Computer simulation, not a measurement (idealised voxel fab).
The following process module bears the name voxel quadruple lines.
This is section cut - it's 205 nm across, gridded in 5 nm square cells.
Think of the cross-section as a grid of square cells. We describe it in bands, top to bottom, and each band covers one or more rows of those cells.
Per band: top height and bottom height in nm, followed by the left-to-right materials and their widths in nm; "edge to edge" marks a single material spanning edge to edge, "blank" marks empty space.
Heights from 0 (as-received wafer is one material below). Bottom band endless downward, as "0 and below".
Width spec "30->40" -> top row of cells at first value, bottom row at second value, equal per-row change in between.
When a step is marked "no modifications", none of the cells in the cross-section changed during that step.
"Closed void roster": sealed empty spaces, 8 cells or more, no open way to top, listed width x height at distance, with distance from the left edge and width, height and distance in nm.
Formally, on a step line, whatever follows the settings is a remark that the simulator itself makes on the step.
The line of a step may include "overlay nm". On a step with a mask, this value is how far to the right of its planned place the mask lay. A negative value means the mask lay to the left.

### Below is the list of planned process steps
1,RECEIVE [material Si]
2,CONFORMAL_DEP [material SiO2] [thk nm 10]
3,DIRECTIONAL_DEP [material TiN] [thk nm 15]
4,DIRECTIONAL_DEP [material polySi] [thk nm 20]
5,DIRECTIONAL_DEP [material aC] [thk nm 25]
6,PATTERN [tone cover] [mask id MANDREL] [material resist] [width nm 20] [thk nm 30] [overlay nm 0]
7,DIRECTIONAL_ETCH [etch materials aC] [depth nm 25]
8,STRIP [etch materials resist]
9,CONFORMAL_DEP [material SiO2] [thk nm 10]
10,DIRECTIONAL_ETCH [etch materials SiO2] [depth nm 10]
11,STRIP [etch materials aC]
12,DIRECTIONAL_ETCH [etch materials polySi] [depth nm 20]
13,STRIP [etch materials SiO2]
14,CONFORMAL_DEP [material SiN] [thk nm 5]
15,DIRECTIONAL_ETCH [etch materials SiN] [depth nm 5]
16,STRIP [etch materials polySi]
17,DIRECTIONAL_ETCH [etch materials TiN] [depth nm 15]
18,STRIP [etch materials SiN]

### Here's what the wafer looked like in cross-section when it arrived - that's after step 1
- 0 and below | Si edge to edge
- Closed void roster: none

### The module was run from the start shown above using the plan shown above, but one mistake was made doing it; the resulting wafer cross-section is below
- 40 down to 25 | 75 blank; 5 TiN; 10 blank; 5 TiN; 10 blank; 5 TiN; 10 blank; 5 TiN; 80 blank
- 25 down to 10 | TiN edge to edge
- 10 down to 0 | SiO2 edge to edge
- 0 and below | Si edge to edge
- Closed void roster: none
Which mistake was made when the wafer was run? heads up, step 3 of the plan got done twice
